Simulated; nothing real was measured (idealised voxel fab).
The document below concerns the process module designated voxel ribs on slabs.
It is cross-section cut that appears here, measuring 175 nm in width, its square cells being 5 nm in size.
How to read a cross-section here: the picture is a grid of square cells, written as bands going from the top down, and any band can span one or more rows of cells. What a band's entry tells you: where the top is and where the bottom is, as heights in nm, and after that what lies inside, material by material from left to right, each with its width in nm. Empty space is written as the word "air", and a single material marked with the word "edge to edge" occupies the band from edge to edge. Heights are reckoned from 0. Under this level, the received wafer is all of one material. The bottommost band is open-ended downward, for example "0 -> down". Width: "30..40" (first number = top row, second number = bottom row, same change from row to row of cells). The cross-section has no changed cell in any step marked "left unchanged". Look at "Enclosed void list" for the closed voids: empty spaces with no open path to the top, sized 8 cells or up. Each is width x height at distance, distance from the left edge, all nm. On each step's line, the part that comes after the settings is the simulator's own comment on the step. When a step includes a mask, the "overlay nm" setting on its line states how far to the right of its planned place that mask lay, and negative values state how far to the left.

Planned process steps
1: RECEIVE: material Si
2: DIRECTIONAL_DEP: material SiO2, thk nm 30
3: DIRECTIONAL_DEP: material polySi, thk nm 25
4: MASKED_ETCH: tone cover, mask id RIB, width nm 25, etch materials polySi, depth nm 15, overlay nm 0
5: MASKED_ETCH: tone cover, mask id SLAB, width nm 65, etch materials polySi, depth nm 10, overlay nm 0
6: FILL_DEP: material SiO2, thk nm 25
7: CMP: height nm 70
8: DIRECTIONAL_DEP: material W, thk nm 5
9: MASKED_ETCH: tone cover, mask id HEATER, width nm 35, etch materials W, depth nm 5, overlay nm 0
10: CONFORMAL_DEP: material SiN, thk nm 5

Incoming wafer, cross-sectional view, post step 1
- 0 -> down | Si edge to edge
- Enclosed void list: none

Module complete, cross-section. Starting point and plan per above. One mistake made in running the module
- 80 -> 75 | 65 nm air, 45 nm SiN, 65 nm air
- 75 -> 70 | 70 nm SiN, 35 nm W, 70 nm SiN
- 70 -> 65 | 75 nm SiO2, 25 nm polySi, 75 nm SiO2
- 65 -> 55 | 55 nm SiO2, 65 nm polySi, 55 nm SiO2
- 55 -> 30 | polySi edge to edge
- 30 -> 0 | SiO2 edge to edge
- 0 -> down | Si edge to edge
- Enclosed void list: none
Diagnosis: step 3 of the plan was performed twice
